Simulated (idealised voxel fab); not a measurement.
Proc. module: voxel ribs on slabs
Shown is cross-section cut, with a width of 230 nm and square cells of size 5 nm.
Cross-section = grid of square cells, listed top down in bands; band = one or more rows.
Heights first: top, then bottom, in nm. Then materials, left to right, each with a width in nm. "all across" on a single material: fills the band edge to edge. "blank": empty space.
Basically, 0 is our baseline, since under it the wafer straight out of the box is all one material. The bottom band has no lower end and keeps on going down, so it looks like "0 -> down".
A two-number width, for instance "30 to 40", indicates that the width is equal to the first number in the top row of the band and to the second number in the bottom row, and that it changes by a constant amount per row of cells.
"stayed the same", as given for a step, is the statement that not any cell of the cross-section underwent a change during that step.
Heads up: "Fully closed voids" only lists the empty pockets with no open path to the top that are 8 cells or more, and it writes them as width x height at distance, distance from the left edge, in nm.
It should be noted that, on the line of a given step, the content following the step's settings is a remark produced by the simulator itself with respect to that step.
"overlay nm" answers the question of how far to the right of plan the mask lay on a step that has a mask, and when it is negative the answer is to the left.
# Process steps foreseen in the plan
- 1: RECEIVE: material Si
- 2: DIRECTIONAL_DEP: material SiO2, thk nm 20
- 3: DIRECTIONAL_DEP: material polySi, thk nm 25
- 4: MASKED_ETCH: tone cover, mask id RIB, width nm 20, etch materials polySi, depth nm 20, overlay nm 0
- 5: DIRECTIONAL_DEP: material aC, thk nm 15
- 6: PATTERN: tone cover, mask id SLAB, material resist, width nm 70, thk nm 35, overlay nm 0
- 7: DIRECTIONAL_ETCH: etch materials aC, depth nm 15
- 8: STRIP: etch materials resist
- 9: DIRECTIONAL_ETCH: etch materials polySi, depth nm 5
- 10: STRIP: etch materials aC
- 11: FILL_DEP: material SiO2, thk nm 20
- 12: CMP: height nm 55
- 13: DIRECTIONAL_DEP: material W, thk nm 10
- 14: DIRECTIONAL_DEP: material aC, thk nm 10
- 15: PATTERN: tone cover, mask id HEATER, material resist, width nm 30, thk nm 30, overlay nm 0
- 16: DIRECTIONAL_ETCH: etch materials aC, depth nm 10
- 17: STRIP: etch materials resist
- 18: DIRECTIONAL_ETCH: etch materials W, depth nm 10
- 19: STRIP: etch materials aC
- 20: CONFORMAL_DEP: material SiO2, thk nm 5
# So this is the incoming wafer in cross-section - it's already been through step 1
  0 -> down: Si all across
  Fully closed voids: none
# Cross-sectional image of the first of two wafers at the end of the module, the run having proceeded as planned
  70 -> 65: blank (95); SiO2 (40); blank (95)
  65 -> 60: blank (95); SiO2 (5); W (30); SiO2 (5); blank (95)
  60 -> 55: SiO2 (100); W (30); SiO2 (100)
  55 -> 45: SiO2 all across
  45 -> 25: SiO2 (105); polySi (20); SiO2 (105)
  25 -> 20: SiO2 (80); polySi (70); SiO2 (80)
  20 -> 0: SiO2 all across
  0 -> down: Si all across
  Fully closed voids: none
# Module end: cross-section of wafer two of two. Same start and process plan as the first wafer. One mistake during execution
  70 -> 65: blank (95); SiO2 (40); blank (95)
  65 -> 60: blank (95); SiO2 (5); W (30); SiO2 (5); blank (95)
  60 -> 55: SiO2 (100); W (30); SiO2 (100)
  55 -> 45: SiO2 (105); polySi (20); SiO2 (105)
  45 -> 40: SiO2 (80); polySi (70); SiO2 (80)
  40 -> 0: SiO2 all across
  0 -> down: Si all across
  Fully closed voids: none
So what did we get wrong on this run? twice, step 2 of the plan was run
At the finish, the second wafer shows more or fewer cells for some materials than the first does: 8 more of SiO2; 8 fewer of polySi
